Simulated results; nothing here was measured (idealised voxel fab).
This is a process module. Its name is voxel released beams.
The cross-section shown here is cut; it is 250 nm wide and divided into square cells measuring 5 nm on a side.
The cross-sections in this document take the form of a grid made of square cells. They are written out as bands, in order from top to bottom. Each band consists of one or more rows of cells. First you get the band's top height and its bottom height, in nm, and then the materials it's made of, left to right, with each width in nm. If you see a single material with "edge to edge", that one covers the band edge to edge. "air" is empty space. A quick word on heights: they are counted from 0, and under that level the wafer as it came to us is one material throughout. The lowest band is different from the rest in having no bottom; it simply continues downward, written as in "0 down". Width spec "30->40" -> top row of cells at first value, bottom row at second value, equal per-row change in between. You'll sometimes find "changes: none" written for a step, and that's the way of saying that nowhere in the cross-section did a cell change during that step. Look at "Enclosed void catalog" for the closed voids: empty spaces with no open path to the top, sized 8 cells or up. Each is width x height at distance, distance from the left edge, all nm. Read whatever lies past the settings on a step's line as the simulator's own remark about the step. On any step carrying a mask, the "overlay nm" setting, if present on the step's line, tells how far right of its planned place the mask lay; negative values point to the left.

Process steps - plan:
1) RECEIVE [material Si]
2) CONFORMAL_DEP [material SiN] [thk nm 10]
3) DIRECTIONAL_DEP [material SiO2] [thk nm 10]
4) PATTERN [tone open] [mask id ANCHOR] [material resist] [width nm 25] [thk nm 15] [overlay nm 0]
5) DIRECTIONAL_ETCH [etch materials SiO2] [depth nm 10]
6) STRIP [etch materials resist]
7) CONFORMAL_DEP [material polySi] [thk nm 10]
8) PATTERN [tone cover] [mask id BEAM] [material resist] [width nm 100] [thk nm 20] [overlay nm 0]
9) DIRECTIONAL_ETCH [etch materials polySi] [depth nm 10]
10) STRIP [etch materials resist]
11) STRIP [etch materials SiO2]

Shown in cross-section is the wafer as received, that is, as it stands after step 1:
- 0 down  Si edge to edge
- Enclosed void catalog: none

Module complete, cross-section. Starting point and plan per above. One mistake made in running the module:
- 20 to 10  air 70 / polySi 15 / air 5 / polySi 80 / air 80
- 10 to 0  air 75 / polySi 25 / air 150
- 0 down  Si edge to edge
- Enclosed void catalog: none
Deviation from plan: not run: step 2 of the plan (skipped)
